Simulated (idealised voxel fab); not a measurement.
This section sets out a process module, namely voxel fin reveal.
This is section cut - it's 230 nm across, gridded in 5 nm square cells.
Cross-section spec: square-cell grid; bands listed top down; each band is one or more rows.
In this notation a band is specified by the heights of its top and bottom, in that order and in nm, after which its materials appear from left to right, each paired with its width in nm. The word "edge to edge" attached to a single material means that material fills the band from edge to edge; the word "air" stands for empty space.
We count height from 0. Below that, the starting wafer is all one material. The lowest band never ends at the bottom but goes on down; see "top 0, no bottom" for how that is written.
The width entry "30->40" should be interpreted row by row: the top row of cells in the band takes the first number, the bottom row takes the second number, and the change between adjacent rows is uniform throughout.
Reading "same as before" for a step: not a cell of the cross-section changed in it.
"Closed internal cavities" enumerates empty spaces isolated from the top, with no open way to it, that contain at least 8 cells, giving each as width x height at distance from the left edge, all three in nm.
Note: text after step settings on the step line = simulator remark on that step.
overlay nm: for a step with a mask, the amount by which the mask lay right of where it was planned; a negative amount means left of it.
Below is the list of planned process steps
1 RECEIVE: material Si
2 CONFORMAL_DEP: material SiN, thk nm 10
3 PATTERN: tone cover, mask id FINS, material resist, width nm 15, pitch nm 35, thk nm 20, overlay nm 0
4 DIRECTIONAL_ETCH: etch materials SiN, depth nm 10
5 DIRECTIONAL_ETCH: etch materials Si, depth nm 40
6 STRIP: etch materials resist
7 OXIDIZE: depth nm 5
8 FILL_DEP: material SiO2, thk nm 15
9 CMP: height nm 10
10 SELECTIVE_ETCH: etch materials SiO2, depth nm 20
11 STRIP: etch materials SiN
12 CONFORMAL_DEP: material SiO2, thk nm 5
Here's what the wafer looked like in cross-section when it arrived - that's after step 1
- top 0, no bottom | Si edge to edge
- Closed internal cavities: none
Cross-section taken at module completion on the first of two wafers; processed per the plan
- top 5, bottom 0 | air (90); SiO2 (15); air (20); SiO2 (15); air (90)
- top 0, bottom -5 | air (90); SiO2 (5); Si (5); SiO2 (5); air (20); SiO2 (5); Si (5); SiO2 (5); air (90)
- top -5, bottom -45 | SiO2 (95); Si (5); SiO2 (30); Si (5); SiO2 (95)
- top -45, no bottom | Si edge to edge
- Closed internal cavities: none
Here's the second of our two wafers sectioned at module end. Same start as the first, same plan, but one mistake got made running it
- top 5, bottom 0 | air (90); SiO2 (20); air (15); SiO2 (20); air (85)
- top 0, bottom -5 | air (90); SiO2 (5); Si (10); SiO2 (5); air (15); SiO2 (5); Si (10); SiO2 (5); air (85)
- top -5, bottom -45 | SiO2 (95); Si (10); SiO2 (25); Si (10); SiO2 (90)
- top -45, no bottom | Si edge to edge
- Closed internal cavities: none
what went wrong: rather than as planned, step 3 actually ran as PATTERN: tone cover, mask id FINS, material resist, width nm 20, pitch nm 35, thk nm 20, overlay nm 0
Looking at both finished wafers in cells, the second ends up ahead of or behind the first on some materials: Si: 18 more, SiO2: 14 fewer
